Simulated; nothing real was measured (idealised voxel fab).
You're looking at the process module voxel quadruple lines.
cross-section cut | 240 nm wide | cells 5 nm
Cross-section format: a grid of square cells, given as bands from top to bottom; each band is one or more rows of cells.
Top, bottom (nm), then materials left to right with widths (nm); lone material tagged "full width" fills the whole band edge to edge; "air" = empty space.
Height 0 is the level under which the wafer as received is all one material. The lowest band goes on downwards, as in "from 0 down".
Quick explanation for "30 to 40": the width changes in equal steps down the rows of cells, from the first number in the band's top row to the second number in its bottom row.
Key: "nothing was modified" - step with no changed cell in the cross-section.
Voids not open to the top, 8 cells minimum: see "Voids, enclosed". Written width x height at distance; distance is from the left edge; nm.
Where a step's line continues beyond its settings, the continuation is a remark by the simulator itself on that step.
The setting "overlay nm" may be written on the line of a step. When the step uses a mask, the value reports how far to the right of the planned place the mask lay, and a negative value reports that it lay to the left.
-- The following list gives the planned process steps
step 1: RECEIVE, material Si
step 2: CONFORMAL_DEP, material SiO2, thk nm 5
step 3: DIRECTIONAL_DEP, material W, thk nm 10
step 4: DIRECTIONAL_DEP, material polySi, thk nm 15
step 5: DIRECTIONAL_DEP, material aC, thk nm 20
step 6: PATTERN, tone cover, mask id MANDREL, material resist, width nm 25, pitch nm 80, thk nm 30, overlay nm 0
step 7: DIRECTIONAL_ETCH, etch materials aC, depth nm 20
step 8: STRIP, etch materials resist
step 9: CONFORMAL_DEP, material SiO2, thk nm 15
step 10: DIRECTIONAL_ETCH, etch materials SiO2, depth nm 15
step 11: STRIP, etch materials aC
step 12: DIRECTIONAL_ETCH, etch materials polySi, depth nm 15
step 13: STRIP, etch materials SiO2
step 14: CONFORMAL_DEP, material SiN, thk nm 5
step 15: DIRECTIONAL_ETCH, etch materials SiN, depth nm 5
step 16: STRIP, etch materials polySi
step 17: DIRECTIONAL_ETCH, etch materials W, depth nm 10
step 18: STRIP, etch materials SiN
-- The first of a set of two wafers, run to plan
-- This is the cross-section of the wafer as we received it, i.e. after step 1
	from 0 down: Si full width
	Voids, enclosed: none
-- Sectional view: wafer, after step 2
	from 5 to 0: SiO2 full width
	No changes below 0.
-- Sectional view: wafer, after step 3
	from 15 to 5: W full width
	No changes below 5.
-- Sectional view: wafer, after step 4
	from 30 to 15: polySi full width
	No changes below 15.
-- Sectional view: wafer, after step 5
	from 50 to 30: aC full width
	No changes below 30.
-- Sectional view: wafer, after step 6
	from 80 to 50: air (65) / resist (25) / air (55) / resist (25) / air (70)
	No changes below 50.
-- Sectional view: wafer, after step 7
	from 60 to 50: air (65) / resist (25) / air (55) / resist (25) / air (70)
	from 50 to 30: air (65) / aC (25) / air (55) / aC (25) / air (70)
	No changes below 30.
-- Sectional view: wafer, after step 8
	from 50 to 30: air (65) / aC (25) / air (55) / aC (25) / air (70)
	No changes below 30.
-- Sectional view: wafer, after step 9
	from 65 to 50: air (50) / SiO2 (55) / air (25) / SiO2 (55) / air (55)
	from 50 to 45: air (50) / SiO2 (15) / aC (25) / SiO2 (15) / air (25) / SiO2 (15) / aC (25) / SiO2 (15) / air (55)
	from 45 to 30: SiO2 (65) / aC (25) / SiO2 (55) / aC (25) / SiO2 (70)
	No changes below 30.
-- Sectional view: wafer, after step 10
	from 50 to 30: air (50) / SiO2 (15) / aC (25) / SiO2 (15) / air (25) / SiO2 (15) / aC (25) / SiO2 (15) / air (55)
	No changes below 30.
-- Sectional view: wafer, after step 11
	from 50 to 30: air (50) / SiO2 (15) / air (25) / SiO2 (15) / air (25) / SiO2 (15) / air (25) / SiO2 (15) / air (55)
	No changes below 30.
-- Sectional view: wafer, after step 12
	from 50 to 30: air (50) / SiO2 (15) / air (25) / SiO2 (15) / air (25) / SiO2 (15) / air (25) / SiO2 (15) / air (55)
	from 30 to 15: air (50) / polySi (15) / air (25) / polySi (15) / air (25) / polySi (15) / air (25) / polySi (15) / air (55)
	No changes below 15.
-- Sectional view: wafer, after step 13
	from 30 to 15: air (50) / polySi (15) / air (25) / polySi (15) / air (25) / polySi (15) / air (25) / polySi (15) / air (55)
	No changes below 15.
-- Sectional view: wafer, after step 14
	from 35 to 30: air (45) / SiN (25) / air (15) / SiN (25) / air (15) / SiN (25) / air (15) / SiN (25) / air (50)
	from 30 to 20: air (45) / SiN (5) / polySi (15) / SiN (5) / air (15) / SiN (5) / polySi (15) / SiN (5) / air (15) / SiN (5) / polySi (15) / SiN (5) / air (15) / SiN (5) / polySi (15) / SiN (5) / air (50)
	from 20 to 15: SiN (50) / polySi (15) / SiN (25) / polySi (15) / SiN (25) / polySi (15) / SiN (25) / polySi (15) / SiN (55)
	No changes below 15.
-- Sectional view: wafer, after step 15
	from 30 to 15: air (45) / SiN (5) / polySi (15) / SiN (5) / air (15) / SiN (5) / polySi (15) / SiN (5) / air (15) / SiN (5) / polySi (15) / SiN (5) / air (15) / SiN (5) / polySi (15) / SiN (5) / air (50)
	No changes below 15.
-- Sectional view: wafer, after step 16
	from 30 to 15: air (45) / SiN (5) / air (15) / SiN (5) / air (15) / SiN (5) / air (15) / SiN (5) / air (15) / SiN (5) / air (15) / SiN (5) / air (15) / SiN (5) / air (15) / SiN (5) / air (50)
	No changes below 15.
-- Sectional view: wafer, after step 17
	from 30 to 15: air (45) / SiN (5) / air (15) / SiN (5) / air (15) / SiN (5) / air (15) / SiN (5) / air (15) / SiN (5) / air (15) / SiN (5) / air (15) / SiN (5) / air (15) / SiN (5) / air (50)
	from 15 to 5: air (45) / W (5) / air (15) / W (5) / air (15) / W (5) / air (15) / W (5) / air (15) / W (5) / air (15) / W (5) / air (15) / W (5) / air (15) / W (5) / air (50)
	No changes below 5.
-- Sectional view: wafer, after step 18
	from 15 to 5: air (45) / W (5) / air (15) / W (5) / air (15) / W (5) / air (15) / W (5) / air (15) / W (5) / air (15) / W (5) / air (15) / W (5) / air (15) / W (5) / air (50)
	No changes below 5.
-- The second wafer began exactly as the first did and followed the same plan, but one mistake was made while running it; through step 5 inclusive, the two wafers are identical
-- Cross-sectional representation of the second wafer at the time designated in the plan for the completion of step 6
	from 80 to 50: resist (65) / air (25) / resist (55) / air (25) / resist (70)
	No changes below 50.
-- Cross-sectional representation of the second wafer at the time designated in the plan for the completion of step 7
	from 60 to 50: resist (65) / air (25) / resist (55) / air (25) / resist (70)
	from 50 to 30: aC (65) / air (25) / aC (55) / air (25) / aC (70)
	No changes below 30.
-- Cross-sectional representation of the second wafer at the time designated in the plan for the completion of step 8
	from 50 to 30: aC (65) / air (25) / aC (55) / air (25) / aC (70)
	No changes below 30.
-- Cross-sectional representation of the second wafer at the time designated in the plan for the completion of step 9
	from 65 to 50: SiO2 full width
	from 50 to 30: aC (65) / SiO2 (25) / aC (55) / SiO2 (25) / aC (70)
	No changes below 30.
-- Cross-sectional representation of the second wafer at the time designated in the plan for the completion of step 10
	from 50 to 30: aC (65) / SiO2 (25) / aC (55) / SiO2 (25) / aC (70)
	No changes below 30.
-- Cross-sectional representation of the second wafer at the time designated in the plan for the completion of step 11
	from 50 to 30: air (65) / SiO2 (25) / air (55) / SiO2 (25) / air (70)
	No changes below 30.
-- Cross-sectional representation of the second wafer at the time designated in the plan for the completion of step 12
	from 50 to 30: air (65) / SiO2 (25) / air (55) / SiO2 (25) / air (70)
	from 30 to 15: air (65) / polySi (25) / air (55) / polySi (25) / air (70)
	No changes below 15.
-- Cross-sectional representation of the second wafer at the time designated in the plan for the completion of step 13
	from 30 to 15: air (65) / polySi (25) / air (55) / polySi (25) / air (70)
	No changes below 15.
-- Cross-sectional representation of the second wafer at the time designated in the plan for the completion of step 14
	from 35 to 30: air (60) / SiN (35) / air (45) / SiN (35) / air (65)
	from 30 to 20: air (60) / SiN (5) / polySi (25) / SiN (5) / air (45) / SiN (5) / polySi (25) / SiN (5) / air (65)
	from 20 to 15: SiN (65) / polySi (25) / SiN (55) / polySi (25) / SiN (70)
	No changes below 15.
-- Cross-sectional representation of the second wafer at the time designated in the plan for the completion of step 15
	from 30 to 15: air (60) / SiN (5) / polySi (25) / SiN (5) / air (45) / SiN (5) / polySi (25) / SiN (5) / air (65)
	No changes below 15.
-- Cross-sectional representation of the second wafer at the time designated in the plan for the completion of step 16
	from 30 to 15: air (60) / SiN (5) / air (25) / SiN (5) / air (45) / SiN (5) / air (25) / SiN (5) / air (65)
	No changes below 15.
-- Cross-sectional representation of the second wafer at the time designated in the plan for the completion of step 17
	from 30 to 15: air (60) / SiN (5) / air (25) / SiN (5) / air (45) / SiN (5) / air (25) / SiN (5) / air (65)
	from 15 to 5: air (60) / W (5) / air (25) / W (5) / air (45) / W (5) / air (25) / W (5) / air (65)
	No changes below 5.
-- Cross-sectional representation of the second wafer at the time designated in the plan for the completion of step 18
	from 15 to 5: air (60) / W (5) / air (25) / W (5) / air (45) / W (5) / air (25) / W (5) / air (65)
	No changes below 5.
Processing error: step 6 went in with a setting other than planned; the actual run was PATTERN, tone open, mask id MANDREL, material resist, width nm 25, pitch nm 80, thk nm 30, overlay nm 0
Materials where the second wafer ends with more or fewer cells than the first: W: 8 fewer
